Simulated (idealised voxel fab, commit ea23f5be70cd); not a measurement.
process module | voxel double patterning
cross-section cut | 160 nm wide | cells 5 nm
A cross-section is a grid of square cells, given in bands from the top down. A band is one or more rows of cells.
Each band's line starts with the height of the band's top and of its bottom, in nm. Then come its materials from left to right, each with its width in nm. One material with "throughout" fills the band from edge to edge. "air" is empty space.
Height 0 is the level under which the wafer as received is all one material. The lowest band goes on downwards, as in "0 down".
A width such as "30 to 40" changes by the same amount from each row of cells to the next, from the band's top row to its bottom row.
"no change" after a step means that no cell of the cross-section changed.
closed voids: empty space of 8 cells or more with no open way to the top, each as width x height at its distance from the left edge, in nm
after a step's settings: what the simulator itself notes on the step
overlay nm, on a step with a mask: how far to the right of its planned place the mask lay; to the left if negative
plan
1 op RECEIVE | material Si
2 op CONFORMAL_DEP | material SiO2 | thk nm 10
3 op DIRECTIONAL_DEP | material W | thk nm 10
4 op DIRECTIONAL_DEP | material SiN | thk nm 5
5 op DIRECTIONAL_DEP | material aC | thk nm 15
6 op PATTERN | tone open | mask id FIRST | material resist | width nm 15 | pitch nm 50 | thk nm 35 | overlay nm -15
7 op DIRECTIONAL_ETCH | etch materials aC | depth nm 15
8 op STRIP | etch materials resist
9 op DIRECTIONAL_ETCH | etch materials SiN | depth nm 5
10 op STRIP | etch materials aC
11 op DIRECTIONAL_DEP | material aC | thk nm 10
12 op PATTERN | tone open | mask id SECOND | material resist | width nm 15 | thk nm 30 | overlay nm 0
13 op DIRECTIONAL_ETCH | etch materials aC | depth nm 10
14 op STRIP | etch materials resist
15 op DIRECTIONAL_ETCH | etch materials SiN | depth nm 5
16 op STRIP | etch materials aC
17 op DIRECTIONAL_ETCH | etch materials W | depth nm 10
18 op STRIP | etch materials SiN
varied across the wafers: overlay nm of step 6. The plan shows the first wafer's value. All wafers start alike
first wafer as received, after step 1
  0 down: Si throughout
  closed voids: none
first wafer at the end, after step 18
  20 to 10: W 30 | air 15 | W 25 | air 25 | W 65
  10 to 0: SiO2 throughout
  0 down: Si throughout
  closed voids: none
last wafer at the end
  20 to 10: W 60 | air 25 | W 25 | air 15 | W 35
  10 to 0: SiO2 throughout
  0 down: Si throughout
  closed voids: none
each wafer at the end: cells of each material gained (+) or lost (-) since it was received, then its closed voids
overlay nm -15 | +64 SiO2 | +48 W | closed voids: none
overlay nm -10 | +64 SiO2 | +46 W | closed voids: none
overlay nm -5 | +64 SiO2 | +46 W | closed voids: none
overlay nm 0 | +64 SiO2 | +46 W | closed voids: none
overlay nm 5 | +64 SiO2 | +46 W | closed voids: none
overlay nm 10 | +64 SiO2 | +46 W | closed voids: none
overlay nm 15 | +64 SiO2 | +48 W | closed voids: none
